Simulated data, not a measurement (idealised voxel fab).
process module | voxel wiring stack
cross-section cut | 275 nm wide | cells 5 nm
A cross-section is a grid of square cells, given in bands from the top down. A band is one or more rows of cells.
Each band's line starts with the height of the band's top and of its bottom, in nm. Then come its materials from left to right, each with its width in nm. One material with "throughout" fills the band from edge to edge. "air" is empty space.
Height 0 is the level under which the wafer as received is all one material. The lowest band goes on downwards, as in "0 down".
A width such as "30 to 40" changes by the same amount from each row of cells to the next, from the band's top row to its bottom row.
"no change" after a step means that no cell of the cross-section changed.
closed voids: empty space of 8 cells or more with no open way to the top, each as width x height at its distance from the left edge, in nm
after a step's settings: what the simulator itself notes on the step
overlay nm, on a step with a mask: how far to the right of its planned place the mask lay; to the left if negative
Each pair below shows a cross-section before one step and the cross-section after it, down to the lowest band that changed. The line under each pair gives the step between them, with its settings. The pairs can come from different runs of this module on the same starting wafer, so a pair continues from the pair above only where its "before" says so.
before
  120 to 105: air 105 | aC 5 | air 15 | aC 20 | air 30 | aC 5 | air 95
  105 to 90: air 90 | aC 15 | W 5 | air 15 | W 20 | air 15 | aC 15 | W 5 | air 95
  90 to 80: air 90 | W 20 | air 15 | W 20 | air 15 | W 20 | air 95
  80 to 75: TiN 90 | W 15 | TiN 55 | W 15 | TiN 100
  75 to 65: SiO2 90 | W 15 | SiO2 55 | W 15 | SiO2 100
  65 to 60: SiO2 90 | TiN 15 | SiO2 55 | TiN 15 | SiO2 100
  60 to 45: SiO2 throughout
  45 to 40: SiCN throughout
  40 to 15: lowk 90 | W 20 | lowk 15 | W 20 | lowk 15 | W 20 | lowk 95
  15 to 10: lowk 90 | TiN 20 | lowk 15 | TiN 20 | lowk 15 | TiN 20 | lowk 95
  10 to 0: SiO2 throughout
  0 down: Si throughout
  closed voids: none
after
  120 to 105: air 105 | aC 5 | air 15 | aC 20 | air 30 | aC 5 | air 95
  105 to 90: air 90 | aC 15 | W 5 | air 15 | W 20 | air 15 | aC 15 | W 5 | air 95
  90 to 80: air 90 | W 20 | air 15 | W 20 | air 15 | W 20 | air 95
  80 to 75: air 90 | W 15 | TiN 5 | air 15 | TiN 20 | air 15 | W 15 | TiN 5 | air 95
  below 75: unchanged
  closed voids: none
the step between: op DIRECTIONAL_ETCH | etch materials TiN | depth nm 5
before: the cross-section after the pair above
after
  105 to 90: air 105 | W 5 | air 15 | W 20 | air 30 | W 5 | air 95
  below 90: unchanged
  closed voids: none
the step between: op STRIP | etch materials aC
before: the cross-section after the pair above
after
  110 to 105: lowk throughout
  105 to 90: lowk 105 | W 5 | lowk 15 | W 20 | lowk 30 | W 5 | lowk 95
  90 to 80: lowk 90 | W 20 | lowk 15 | W 20 | lowk 15 | W 20 | lowk 95
  80 to 75: lowk 90 | W 15 | TiN 5 | lowk 15 | TiN 20 | lowk 15 | W 15 | TiN 5 | lowk 95
  below 75: unchanged
  closed voids: none
the step between: op FILL_DEP | material lowk | thk nm 5
before: the cross-section after the pair above
after
  90 to 80: lowk 90 | W 20 | lowk 15 | W 20 | lowk 15 | W 20 | lowk 95
  below 80: unchanged
  closed voids: none
the step between: op CMP | height nm 90
before: the cross-section after the pair above
after
  95 to 90: SiCN throughout
  below 90: unchanged
  closed voids: none
the step between: op CONFORMAL_DEP | material SiCN | thk nm 5
before: the cross-section after the pair above
after
  105 to 95: SiO2 throughout
  below 95: unchanged
  closed voids: none
the step between: op DIRECTIONAL_DEP | material SiO2 | thk nm 10
before: the cross-section after the pair above
after
  115 to 105: aC throughout
  below 105: unchanged
  closed voids: none
the step between: op DIRECTIONAL_DEP | material aC | thk nm 10
before: the cross-section after the pair above
after
  140 to 115: resist 90 | air 15 | resist 55 | air 15 | resist 100
  below 115: unchanged
  closed voids: none
the step between: op PATTERN | tone open | mask id PLUG_2 | material resist | width nm 15 | pitch nm 70 | thk nm 25 | overlay nm 0
before: the cross-section after the pair above
after
  130 to 115: resist 90 | air 15 | resist 55 | air 15 | resist 100
  115 to 105: aC 90 | air 15 | aC 55 | air 15 | aC 100
  below 105: unchanged
  closed voids: none
the step between: op DIRECTIONAL_ETCH | etch materials aC | depth nm 10
before: the cross-section after the pair above
after
  115 to 105: aC 90 | air 15 | aC 55 | air 15 | aC 100
  below 105: unchanged
  closed voids: none
the step between: op STRIP | etch materials resist
before: the cross-section after the pair above
after
  115 to 105: aC 90 | air 15 | aC 55 | air 15 | aC 100
  105 to 95: SiO2 90 | air 15 | SiO2 55 | air 15 | SiO2 100
  below 95: unchanged
  closed voids: none
the step between: op DIRECTIONAL_ETCH | etch materials SiO2 | depth nm 10
before: the cross-section after the pair above
after
  115 to 105: aC 90 | air 15 | aC 55 | air 15 | aC 100
  105 to 95: SiO2 90 | air 15 | SiO2 55 | air 15 | SiO2 100
  95 to 90: SiCN 90 | air 15 | SiCN 55 | air 15 | SiCN 100
  below 90: unchanged
  closed voids: none
the step between: op DIRECTIONAL_ETCH | etch materials SiCN | depth nm 5
before: the cross-section after the pair above
after
  105 to 95: SiO2 90 | air 15 | SiO2 55 | air 15 | SiO2 100
  below 95: unchanged
  closed voids: none
the step between: op STRIP | etch materials aC
before: the cross-section after the pair above
after
  110 to 105: TiN 95 | air 5 | TiN 65 | air 5 | TiN 105
  105 to 95: SiO2 90 | TiN 5 | air 5 | TiN 5 | SiO2 55 | TiN 5 | air 5 | TiN 5 | SiO2 100
  95 to 90: SiCN 90 | TiN 15 | SiCN 55 | TiN 15 | SiCN 100
  below 90: unchanged
  closed voids: none
the step between: op CONFORMAL_DEP | material TiN | thk nm 5
before: the cross-section after the pair above
after
  115 to 110: Ru throughout
  110 to 105: TiN 95 | Ru 5 | TiN 65 | Ru 5 | TiN 105
  105 to 95: SiO2 90 | TiN 5 | Ru 5 | TiN 5 | SiO2 55 | TiN 5 | Ru 5 | TiN 5 | SiO2 100
  below 95: unchanged
  closed voids: none
the step between: op FILL_DEP | material Ru | thk nm 5
before: the cross-section after the pair above
after
  105 to 95: SiO2 90 | TiN 5 | Ru 5 | TiN 5 | SiO2 55 | TiN 5 | Ru 5 | TiN 5 | SiO2 100
  below 95: unchanged
  closed voids: none
the step between: op CMP | height nm 105
before: the cross-section after the pair above
after
  110 to 105: SiN throughout
  below 105: unchanged
  closed voids: none
the step between: op CONFORMAL_DEP | material SiN | thk nm 5
before: the cross-section after the pair above
after
  125 to 110: SiO2 throughout
  below 110: unchanged
  closed voids: none
the step between: op DIRECTIONAL_DEP | material SiO2 | thk nm 15
before: the cross-section after the pair above
after
  145 to 125: resist 90 | air 20 | resist 15 | air 20 | resist 15 | air 20 | resist 95
  below 125: unchanged
  closed voids: none
the step between: op PATTERN | tone open | mask id METAL_3 | material resist | width nm 20 | pitch nm 35 | thk nm 20 | overlay nm 0
before: the cross-section after the pair above
after
  145 to 125: resist 90 | air 20 | resist 15 | air 20 | resist 15 | air 20 | resist 95
  125 to 110: SiO2 90 | air 20 | SiO2 15 | air 20 | SiO2 15 | air 20 | SiO2 95
  below 110: unchanged
  closed voids: none
the step between: op DIRECTIONAL_ETCH | etch materials SiO2 | depth nm 15
before: the cross-section after the pair above
after
  145 to 125: resist 90 | air 20 | resist 15 | air 20 | resist 15 | air 20 | resist 95
  125 to 110: SiO2 90 | air 20 | SiO2 15 | air 20 | SiO2 15 | air 20 | SiO2 95
  110 to 105: SiN 90 | air 20 | SiN 15 | air 20 | SiN 15 | air 20 | SiN 95
  below 105: unchanged
  closed voids: none
the step between: op DIRECTIONAL_ETCH | etch materials SiN | depth nm 5
before: the cross-section after the pair above
after
  125 to 110: SiO2 90 | air 20 | SiO2 15 | air 20 | SiO2 15 | air 20 | SiO2 95
  below 110: unchanged
  closed voids: none
the step between: op STRIP | etch materials resist
before: the cross-section after the pair above
after
  130 to 125: TiN 95 | air 10 | TiN 25 | air 10 | TiN 25 | air 10 | TiN 100
  125 to 110: SiO2 90 | TiN 5 | air 10 | TiN 5 | SiO2 15 | TiN 5 | air 10 | TiN 5 | SiO2 15 | TiN 5 | air 10 | TiN 5 | SiO2 95
  110 to 105: SiN 90 | TiN 20 | SiN 15 | TiN 20 | SiN 15 | TiN 20 | SiN 95
  below 105: unchanged
  closed voids: none
the step between: op CONFORMAL_DEP | material TiN | thk nm 5
before: the cross-section after the pair above
after
  140 to 130: Cu throughout
  130 to 125: TiN 95 | Cu 10 | TiN 25 | Cu 10 | TiN 25 | Cu 10 | TiN 100
  125 to 110: SiO2 90 | TiN 5 | Cu 10 | TiN 5 | SiO2 15 | TiN 5 | Cu 10 | TiN 5 | SiO2 15 | TiN 5 | Cu 10 | TiN 5 | SiO2 95
  below 110: unchanged
  closed voids: none
the step between: op FILL_DEP | material Cu | thk nm 10
before: the cross-section after the pair above
after
  125 to 110: SiO2 90 | TiN 5 | Cu 10 | TiN 5 | SiO2 15 | TiN 5 | Cu 10 | TiN 5 | SiO2 15 | TiN 5 | Cu 10 | TiN 5 | SiO2 95
  below 110: unchanged
  closed voids: none
the step between: op CMP | height nm 125
before: the cross-section after the pair above
after
  130 to 125: air 85 | Ru 30 | air 5 | Ru 30 | air 5 | Ru 30 | air 90
  below 125: unchanged
  closed voids: none
the step between: op EPI | material Ru | thk nm 5
before: the cross-section after the pair above
after
  135 to 130: SiCN throughout
  130 to 125: SiCN 85 | Ru 30 | SiCN 5 | Ru 30 | SiCN 5 | Ru 30 | SiCN 90
  below 125: unchanged
  closed voids: none
the step between: op FILL_DEP | material SiCN | thk nm 5
before
  60 to 50: SiO2 90 | air 15 | SiO2 55 | air 15 | SiO2 100
  50 to 45: SiO2 90 | Ru 15 | SiO2 55 | Ru 15 | SiO2 100
  45 to 40: SiCN 90 | Ru 15 | SiCN 55 | Ru 15 | SiCN 100
  40 to 15: lowk 90 | W 20 | lowk 15 | W 20 | lowk 15 | W 20 | lowk 95
  15 to 10: lowk 90 | TiN 20 | lowk 15 | TiN 20 | lowk 15 | TiN 20 | lowk 95
  10 to 0: SiO2 throughout
  0 down: Si throughout
  closed voids: none
after
  65 to 60: TiN 90 | air 15 | TiN 55 | air 15 | TiN 100
  60 to 55: SiO2 90 | air 15 | SiO2 55 | air 15 | SiO2 100
  55 to 50: SiO2 90 | TiN 15 | SiO2 55 | TiN 15 | SiO2 100
  below 50: unchanged
  closed voids: none
the step between: op DIRECTIONAL_DEP | material TiN | thk nm 5
before: the cross-section after the pair above
after
  75 to 65: Ru throughout
  65 to 60: TiN 90 | Ru 15 | TiN 55 | Ru 15 | TiN 100
  60 to 55: SiO2 90 | Ru 15 | SiO2 55 | Ru 15 | SiO2 100
  below 55: unchanged
  closed voids: none
the step between: op EPI | material Ru | thk nm 10
before: the cross-section after the pair above
after
  100 to 75: W throughout
  below 75: unchanged
  closed voids: none
the step between: op DIRECTIONAL_DEP | material W | thk nm 25
before: the cross-section after the pair above
after
  115 to 100: aC throughout
  below 100: unchanged
  closed voids: none
the step between: op DIRECTIONAL_DEP | material aC | thk nm 15
before: the cross-section after the pair above
after
  145 to 115: air 90 | resist 20 | air 15 | resist 20 | air 15 | resist 20 | air 95
  below 115: unchanged
  closed voids: none
the step between: op PATTERN | tone cover | mask id METAL_2 | material resist | width nm 20 | pitch nm 35 | thk nm 30 | overlay nm 0
before: the cross-section after the pair above
after
  130 to 115: air 90 | resist 20 | air 15 | resist 20 | air 15 | resist 20 | air 95
  115 to 100: air 90 | aC 20 | air 15 | aC 20 | air 15 | aC 20 | air 95
  below 100: unchanged
  closed voids: none
the step between: op DIRECTIONAL_ETCH | etch materials aC | depth nm 15
before: the cross-section after the pair above
after
  115 to 100: air 90 | aC 20 | air 15 | aC 20 | air 15 | aC 20 | air 95
  below 100: unchanged
  closed voids: none
the step between: op STRIP | etch materials resist
before: the cross-section after the pair above
after
  115 to 100: air 90 | aC 20 | air 15 | aC 20 | air 15 | aC 20 | air 95
  100 to 75: air 90 | W 20 | air 15 | W 20 | air 15 | W 20 | air 95
  below 75: unchanged
  closed voids: none
the step between: op DIRECTIONAL_ETCH | etch materials W | depth nm 25
before: the cross-section after the pair above
after
  100 to 75: air 90 | W 20 | air 15 | W 20 | air 15 | W 20 | air 95
  below 75: unchanged
  closed voids: none
the step between: op STRIP | etch materials aC
before: the cross-section after the pair above
after
  105 to 100: lowk throughout
  100 to 75: lowk 90 | W 20 | lowk 15 | W 20 | lowk 15 | W 20 | lowk 95
  below 75: unchanged
  closed voids: none
the step between: op FILL_DEP | material lowk | thk nm 5
before: the cross-section after the pair above
after
  90 to 75: lowk 90 | W 20 | lowk 15 | W 20 | lowk 15 | W 20 | lowk 95
  below 75: unchanged
  closed voids: none
the step between: op CMP | height nm 90
before: the cross-section after the pair above
after
  95 to 90: SiCN throughout
  below 90: unchanged
  closed voids: none
the step between: op CONFORMAL_DEP | material SiCN | thk nm 5
before: the cross-section after the pair above
after
  105 to 95: SiO2 throughout
  below 95: unchanged
  closed voids: none
the step between: op DIRECTIONAL_DEP | material SiO2 | thk nm 10
before: the cross-section after the pair above
after
  115 to 105: aC throughout
  below 105: unchanged
  closed voids: none
the step between: op DIRECTIONAL_DEP | material aC | thk nm 10
before: the cross-section after the pair above
after
  140 to 115: resist 90 | air 15 | resist 55 | air 15 | resist 100
  below 115: unchanged
  closed voids: none
the step between: op PATTERN | tone open | mask id PLUG_2 | material resist | width nm 15 | pitch nm 70 | thk nm 25 | overlay nm 0
before: the cross-section after the pair above
after
  130 to 115: resist 90 | air 15 | resist 55 | air 15 | resist 100
  115 to 105: aC 90 | air 15 | aC 55 | air 15 | aC 100
  below 105: unchanged
  closed voids: none
the step between: op DIRECTIONAL_ETCH | etch materials aC | depth nm 10
before: the cross-section after the pair above
after
  115 to 105: aC 90 | air 15 | aC 55 | air 15 | aC 100
  below 105: unchanged
  closed voids: none
the step between: op STRIP | etch materials resist
before: the cross-section after the pair above
after
  115 to 105: aC 90 | air 15 | aC 55 | air 15 | aC 100
  105 to 95: SiO2 90 | air 15 | SiO2 55 | air 15 | SiO2 100
  below 95: unchanged
  closed voids: none
the step between: op DIRECTIONAL_ETCH | etch materials SiO2 | depth nm 10
before: the cross-section after the pair above
after
  115 to 105: aC 90 | air 15 | aC 55 | air 15 | aC 100
  105 to 95: SiO2 90 | air 15 | SiO2 55 | air 15 | SiO2 100
  95 to 90: SiCN 90 | air 15 | SiCN 55 | air 15 | SiCN 100
  below 90: unchanged
  closed voids: none
the step between: op DIRECTIONAL_ETCH | etch materials SiCN | depth nm 5
before: the cross-section after the pair above
after
  105 to 95: SiO2 90 | air 15 | SiO2 55 | air 15 | SiO2 100
  below 95: unchanged
  closed voids: none
the step between: op STRIP | etch materials aC
before: the cross-section after the pair above
after
  110 to 105: TiN 95 | air 5 | TiN 65 | air 5 | TiN 105
  105 to 95: SiO2 90 | TiN 5 | air 5 | TiN 5 | SiO2 55 | TiN 5 | air 5 | TiN 5 | SiO2 100
  95 to 90: SiCN 90 | TiN 15 | SiCN 55 | TiN 15 | SiCN 100
  below 90: unchanged
  closed voids: none
the step between: op CONFORMAL_DEP | material TiN | thk nm 5
before: the cross-section after the pair above
after
  115 to 110: Ru throughout
  110 to 105: TiN 95 | Ru 5 | TiN 65 | Ru 5 | TiN 105
  105 to 95: SiO2 90 | TiN 5 | Ru 5 | TiN 5 | SiO2 55 | TiN 5 | Ru 5 | TiN 5 | SiO2 100
  below 95: unchanged
  closed voids: none
the step between: op FILL_DEP | material Ru | thk nm 5
before: the cross-section after the pair above
after
  105 to 95: SiO2 90 | TiN 5 | Ru 5 | TiN 5 | SiO2 55 | TiN 5 | Ru 5 | TiN 5 | SiO2 100
  below 95: unchanged
  closed voids: none
the step between: op CMP | height nm 105
before: the cross-section after the pair above
after
  110 to 105: SiN throughout
  below 105: unchanged
  closed voids: none
the step between: op CONFORMAL_DEP | material SiN | thk nm 5
before: the cross-section after the pair above
after
  125 to 110: SiO2 throughout
  below 110: unchanged
  closed voids: none
the step between: op DIRECTIONAL_DEP | material SiO2 | thk nm 15
before: the cross-section after the pair above
after
  145 to 125: resist 90 | air 20 | resist 15 | air 20 | resist 15 | air 20 | resist 95
  below 125: unchanged
  closed voids: none
the step between: op PATTERN | tone open | mask id METAL_3 | material resist | width nm 20 | pitch nm 35 | thk nm 20 | overlay nm 0
before: the cross-section after the pair above
after
  145 to 125: resist 90 | air 20 | resist 15 | air 20 | resist 15 | air 20 | resist 95
  125 to 110: SiO2 90 | air 20 | SiO2 15 | air 20 | SiO2 15 | air 20 | SiO2 95
  below 110: unchanged
  closed voids: none
the step between: op DIRECTIONAL_ETCH | etch materials SiO2 | depth nm 15
before: the cross-section after the pair above
after
  145 to 125: resist 90 | air 20 | resist 15 | air 20 | resist 15 | air 20 | resist 95
  125 to 110: SiO2 90 | air 20 | SiO2 15 | air 20 | SiO2 15 | air 20 | SiO2 95
  110 to 105: SiN 90 | air 20 | SiN 15 | air 20 | SiN 15 | air 20 | SiN 95
  below 105: unchanged
  closed voids: none
the step between: op DIRECTIONAL_ETCH | etch materials SiN | depth nm 5
before: the cross-section after the pair above
after
  125 to 110: SiO2 90 | air 20 | SiO2 15 | air 20 | SiO2 15 | air 20 | SiO2 95
  below 110: unchanged
  closed voids: none
the step between: op STRIP | etch materials resist
before: the cross-section after the pair above
after
  130 to 125: TiN 95 | air 10 | TiN 25 | air 10 | TiN 25 | air 10 | TiN 100
  125 to 110: SiO2 90 | TiN 5 | air 10 | TiN 5 | SiO2 15 | TiN 5 | air 10 | TiN 5 | SiO2 15 | TiN 5 | air 10 | TiN 5 | SiO2 95
  110 to 105: SiN 90 | TiN 20 | SiN 15 | TiN 20 | SiN 15 | TiN 20 | SiN 95
  below 105: unchanged
  closed voids: none
the step between: op CONFORMAL_DEP | material TiN | thk nm 5
before: the cross-section after the pair above
after
  140 to 130: Cu throughout
  130 to 125: TiN 95 | Cu 10 | TiN 25 | Cu 10 | TiN 25 | Cu 10 | TiN 100
  125 to 110: SiO2 90 | TiN 5 | Cu 10 | TiN 5 | SiO2 15 | TiN 5 | Cu 10 | TiN 5 | SiO2 15 | TiN 5 | Cu 10 | TiN 5 | SiO2 95
  below 110: unchanged
  closed voids: none
the step between: op FILL_DEP | material Cu | thk nm 10
before: the cross-section after the pair above
after
  125 to 110: SiO2 90 | TiN 5 | Cu 10 | TiN 5 | SiO2 15 | TiN 5 | Cu 10 | TiN 5 | SiO2 15 | TiN 5 | Cu 10 | TiN 5 | SiO2 95
  below 110: unchanged
  closed voids: none
the step between: op CMP | height nm 125
before: the cross-section after the pair above
after
  130 to 125: air 85 | Ru 30 | air 5 | Ru 30 | air 5 | Ru 30 | air 90
  below 125: unchanged
  closed voids: none
the step between: op EPI | material Ru | thk nm 5
before: the cross-section after the pair above
after
  135 to 130: SiCN throughout
  130 to 125: SiCN 85 | Ru 30 | SiCN 5 | Ru 30 | SiCN 5 | Ru 30 | SiCN 90
  below 125: unchanged
  closed voids: none
the step between: op FILL_DEP | material SiCN | thk nm 5
before
  110 to 105: SiN throughout
  105 to 95: SiO2 90 | TiN 5 | Ru 5 | TiN 5 | SiO2 55 | TiN 5 | Ru 5 | TiN 5 | SiO2 100
  95 to 90: SiCN 90 | TiN 15 | SiCN 55 | TiN 15 | SiCN 100
  90 to 65: lowk 90 | W 20 | lowk 15 | W 20 | lowk 15 | W 20 | lowk 95
  65 to 60: lowk 90 | TiN 20 | lowk 15 | TiN 20 | lowk 15 | TiN 20 | lowk 95
  60 to 45: SiO2 90 | Ru 15 | SiO2 55 | Ru 15 | SiO2 100
  45 to 40: SiCN 90 | Ru 15 | SiCN 55 | Ru 15 | SiCN 100
  40 to 15: lowk 90 | W 20 | lowk 15 | W 20 | lowk 15 | W 20 | lowk 95
  15 to 10: lowk 90 | TiN 20 | lowk 15 | TiN 20 | lowk 15 | TiN 20 | lowk 95
  10 to 0: SiO2 throughout
  0 down: Si throughout
  closed voids: none
after
  115 to 110: SiO2 throughout
  below 110: unchanged
  closed voids: none
the step between: op DIRECTIONAL_DEP | material SiO2 | thk nm 5
before: the cross-section after the pair above
after
  135 to 115: resist 90 | air 20 | resist 15 | air 20 | resist 15 | air 20 | resist 95
  below 115: unchanged
  closed voids: none
the step between: op PATTERN | tone open | mask id METAL_3 | material resist | width nm 20 | pitch nm 35 | thk nm 20 | overlay nm 0
before: the cross-section after the pair above
after
  135 to 115: resist 90 | air 20 | resist 15 | air 20 | resist 15 | air 20 | resist 95
  115 to 110: SiO2 90 | air 20 | SiO2 15 | air 20 | SiO2 15 | air 20 | SiO2 95
  below 110: unchanged
  closed voids: none
the step between: op DIRECTIONAL_ETCH | etch materials SiO2 | depth nm 15
before: the cross-section after the pair above
after
  135 to 115: resist 90 | air 20 | resist 15 | air 20 | resist 15 | air 20 | resist 95
  115 to 110: SiO2 90 | air 20 | SiO2 15 | air 20 | SiO2 15 | air 20 | SiO2 95
  110 to 105: SiN 90 | air 20 | SiN 15 | air 20 | SiN 15 | air 20 | SiN 95
  below 105: unchanged
  closed voids: none
the step between: op DIRECTIONAL_ETCH | etch materials SiN | depth nm 5
before: the cross-section after the pair above
after
  115 to 110: SiO2 90 | air 20 | SiO2 15 | air 20 | SiO2 15 | air 20 | SiO2 95
  below 110: unchanged
  closed voids: none
the step between: op STRIP | etch materials resist
before: the cross-section after the pair above
after
  120 to 115: TiN 95 | air 10 | TiN 25 | air 10 | TiN 25 | air 10 | TiN 100
  115 to 110: SiO2 90 | TiN 5 | air 10 | TiN 5 | SiO2 15 | TiN 5 | air 10 | TiN 5 | SiO2 15 | TiN 5 | air 10 | TiN 5 | SiO2 95
  110 to 105: SiN 90 | TiN 20 | SiN 15 | TiN 20 | SiN 15 | TiN 20 | SiN 95
  below 105: unchanged
  closed voids: none
the step between: op CONFORMAL_DEP | material TiN | thk nm 5
before: the cross-section after the pair above
after
  130 to 120: Cu throughout
  120 to 115: TiN 95 | Cu 10 | TiN 25 | Cu 10 | TiN 25 | Cu 10 | TiN 100
  115 to 110: SiO2 90 | TiN 5 | Cu 10 | TiN 5 | SiO2 15 | TiN 5 | Cu 10 | TiN 5 | SiO2 15 | TiN 5 | Cu 10 | TiN 5 | SiO2 95
  below 110: unchanged
  closed voids: none
the step between: op FILL_DEP | material Cu | thk nm 10
before: the cross-section after the pair above
after
  125 to 120: Cu throughout
  below 120: unchanged
  closed voids: none
the step between: op CMP | height nm 125
before: the cross-section after the pair above
after
  130 to 125: Ru throughout
  below 125: unchanged
  closed voids: none
the step between: op EPI | material Ru | thk nm 5
before: the cross-section after the pair above
after
  135 to 130: SiCN throughout
  below 130: unchanged
  closed voids: none
the step between: op FILL_DEP | material SiCN | thk nm 5
before
  115 to 105: aC throughout
  105 to 95: SiO2 throughout
  95 to 90: SiCN throughout
  90 to 65: lowk 90 | W 20 | lowk 15 | W 20 | lowk 15 | W 20 | lowk 95
  65 to 60: lowk 90 | TiN 20 | lowk 15 | TiN 20 | lowk 15 | TiN 20 | lowk 95
  60 to 45: SiO2 90 | Ru 15 | SiO2 55 | Ru 15 | SiO2 100
  45 to 40: SiCN 90 | Ru 15 | SiCN 55 | Ru 15 | SiCN 100
  40 to 15: lowk 90 | W 20 | lowk 15 | W 20 | lowk 15 | W 20 | lowk 95
  15 to 10: lowk 90 | TiN 20 | lowk 15 | TiN 20 | lowk 15 | TiN 20 | lowk 95
  10 to 0: SiO2 throughout
  0 down: Si throughout
  closed voids: none
after
  140 to 115: resist 90 | air 20 | resist 50 | air 20 | resist 95
  below 115: unchanged
  closed voids: none
the step between: op PATTERN | tone open | mask id PLUG_2 | material resist | width nm 20 | pitch nm 70 | thk nm 25 | overlay nm 0
before: the cross-section after the pair above
after
  130 to 115: resist 90 | air 20 | resist 50 | air 20 | resist 95
  115 to 105: aC 90 | air 20 | aC 50 | air 20 | aC 95
  below 105: unchanged
  closed voids: none
the step between: op DIRECTIONAL_ETCH | etch materials aC | depth nm 10
before: the cross-section after the pair above
after
  115 to 105: aC 90 | air 20 | aC 50 | air 20 | aC 95
  below 105: unchanged
  closed voids: none
the step between: op STRIP | etch materials resist
before: the cross-section after the pair above
after
  115 to 105: aC 90 | air 20 | aC 50 | air 20 | aC 95
  105 to 95: SiO2 90 | air 20 | SiO2 50 | air 20 | SiO2 95
  below 95: unchanged
  closed voids: none
the step between: op DIRECTIONAL_ETCH | etch materials SiO2 | depth nm 10
before: the cross-section after the pair above
after
  115 to 105: aC 90 | air 20 | aC 50 | air 20 | aC 95
  105 to 95: SiO2 90 | air 20 | SiO2 50 | air 20 | SiO2 95
  95 to 90: SiCN 90 | air 20 | SiCN 50 | air 20 | SiCN 95
  below 90: unchanged
  closed voids: none
the step between: op DIRECTIONAL_ETCH | etch materials SiCN | depth nm 5
before: the cross-section after the pair above
after
  105 to 95: SiO2 90 | air 20 | SiO2 50 | air 20 | SiO2 95
  below 95: unchanged
  closed voids: none
the step between: op STRIP | etch materials aC
before: the cross-section after the pair above
after
  110 to 105: TiN 95 | air 10 | TiN 60 | air 10 | TiN 100
  105 to 95: SiO2 90 | TiN 5 | air 10 | TiN 5 | SiO2 50 | TiN 5 | air 10 | TiN 5 | SiO2 95
  95 to 90: SiCN 90 | TiN 20 | SiCN 50 | TiN 20 | SiCN 95
  below 90: unchanged
  closed voids: none
the step between: op CONFORMAL_DEP | material TiN | thk nm 5
before: the cross-section after the pair above
after
  115 to 110: Ru throughout
  110 to 105: TiN 95 | Ru 10 | TiN 60 | Ru 10 | TiN 100
  105 to 95: SiO2 90 | TiN 5 | Ru 10 | TiN 5 | SiO2 50 | TiN 5 | Ru 10 | TiN 5 | SiO2 95
  below 95: unchanged
  closed voids: none
the step between: op FILL_DEP | material Ru | thk nm 5
before: the cross-section after the pair above
after
  105 to 95: SiO2 90 | TiN 5 | Ru 10 | TiN 5 | SiO2 50 | TiN 5 | Ru 10 | TiN 5 | SiO2 95
  below 95: unchanged
  closed voids: none
the step between: op CMP | height nm 105
before: the cross-section after the pair above
after
  110 to 105: SiN throughout
  below 105: unchanged
  closed voids: none
the step between: op CONFORMAL_DEP | material SiN | thk nm 5
before: the cross-section after the pair above
after
  125 to 110: SiO2 throughout
  below 110: unchanged
  closed voids: none
the step between: op DIRECTIONAL_DEP | material SiO2 | thk nm 15
before: the cross-section after the pair above
after
  145 to 125: resist 90 | air 20 | resist 15 | air 20 | resist 15 | air 20 | resist 95
  below 125: unchanged
  closed voids: none
the step between: op PATTERN | tone open | mask id METAL_3 | material resist | width nm 20 | pitch nm 35 | thk nm 20 | overlay nm 0
before: the cross-section after the pair above
after
  145 to 125: resist 90 | air 20 | resist 15 | air 20 | resist 15 | air 20 | resist 95
  125 to 110: SiO2 90 | air 20 | SiO2 15 | air 20 | SiO2 15 | air 20 | SiO2 95
  below 110: unchanged
  closed voids: none
the step between: op DIRECTIONAL_ETCH | etch materials SiO2 | depth nm 15
before: the cross-section after the pair above
after
  145 to 125: resist 90 | air 20 | resist 15 | air 20 | resist 15 | air 20 | resist 95
  125 to 110: SiO2 90 | air 20 | SiO2 15 | air 20 | SiO2 15 | air 20 | SiO2 95
  110 to 105: SiN 90 | air 20 | SiN 15 | air 20 | SiN 15 | air 20 | SiN 95
  below 105: unchanged
  closed voids: none
the step between: op DIRECTIONAL_ETCH | etch materials SiN | depth nm 5
before: the cross-section after the pair above
after
  125 to 110: SiO2 90 | air 20 | SiO2 15 | air 20 | SiO2 15 | air 20 | SiO2 95
  below 110: unchanged
  closed voids: none
the step between: op STRIP | etch materials resist
before: the cross-section after the pair above
after
  130 to 125: TiN 95 | air 10 | TiN 25 | air 10 | TiN 25 | air 10 | TiN 100
  125 to 110: SiO2 90 | TiN 5 | air 10 | TiN 5 | SiO2 15 | TiN 5 | air 10 | TiN 5 | SiO2 15 | TiN 5 | air 10 | TiN 5 | SiO2 95
  110 to 105: SiN 90 | TiN 20 | SiN 15 | TiN 20 | SiN 15 | TiN 20 | SiN 95
  below 105: unchanged
  closed voids: none
the step between: op CONFORMAL_DEP | material TiN | thk nm 5
before: the cross-section after the pair above
after
  140 to 130: Cu throughout
  130 to 125: TiN 95 | Cu 10 | TiN 25 | Cu 10 | TiN 25 | Cu 10 | TiN 100
  125 to 110: SiO2 90 | TiN 5 | Cu 10 | TiN 5 | SiO2 15 | TiN 5 | Cu 10 | TiN 5 | SiO2 15 | TiN 5 | Cu 10 | TiN 5 | SiO2 95
  below 110: unchanged
  closed voids: none
the step between: op FILL_DEP | material Cu | thk nm 10
before: the cross-section after the pair above
after
  125 to 110: SiO2 90 | TiN 5 | Cu 10 | TiN 5 | SiO2 15 | TiN 5 | Cu 10 | TiN 5 | SiO2 15 | TiN 5 | Cu 10 | TiN 5 | SiO2 95
  below 110: unchanged
  closed voids: none
the step between: op CMP | height nm 125
before: the cross-section after the pair above
after
  130 to 125: air 85 | Ru 30 | air 5 | Ru 30 | air 5 | Ru 30 | air 90
  below 125: unchanged
  closed voids: none
the step between: op EPI | material Ru | thk nm 5
before: the cross-section after the pair above
after
  135 to 130: SiCN throughout
  130 to 125: SiCN 85 | Ru 30 | SiCN 5 | Ru 30 | SiCN 5 | Ru 30 | SiCN 90
  below 125: unchanged
  closed voids: none
the step between: op FILL_DEP | material SiCN | thk nm 5
before
  125 to 110: SiO2 throughout
  110 to 105: SiN throughout
  105 to 95: SiO2 90 | TiN 5 | Ru 5 | TiN 5 | SiO2 55 | TiN 5 | Ru 5 | TiN 5 | SiO2 100
  95 to 90: SiCN 90 | TiN 15 | SiCN 55 | TiN 15 | SiCN 100
  90 to 65: lowk 90 | W 20 | lowk 15 | W 20 | lowk 15 | W 20 | lowk 95
  65 to 60: lowk 90 | TiN 20 | lowk 15 | TiN 20 | lowk 15 | TiN 20 | lowk 95
  60 to 45: SiO2 90 | Ru 15 | SiO2 55 | Ru 15 | SiO2 100
  45 to 40: SiCN 90 | Ru 15 | SiCN 55 | Ru 15 | SiCN 100
  40 to 15: lowk 90 | W 20 | lowk 15 | W 20 | lowk 15 | W 20 | lowk 95
  15 to 10: lowk 90 | TiN 20 | lowk 15 | TiN 20 | lowk 15 | TiN 20 | lowk 95
  10 to 0: SiO2 throughout
  0 down: Si throughout
  closed voids: none
after
  145 to 125: resist 95 | air 20 | resist 15 | air 20 | resist 15 | air 20 | resist 90
  below 125: unchanged
  closed voids: none
the step between: op PATTERN | tone open | mask id METAL_3 | material resist | width nm 20 | pitch nm 35 | thk nm 20 | overlay nm 5
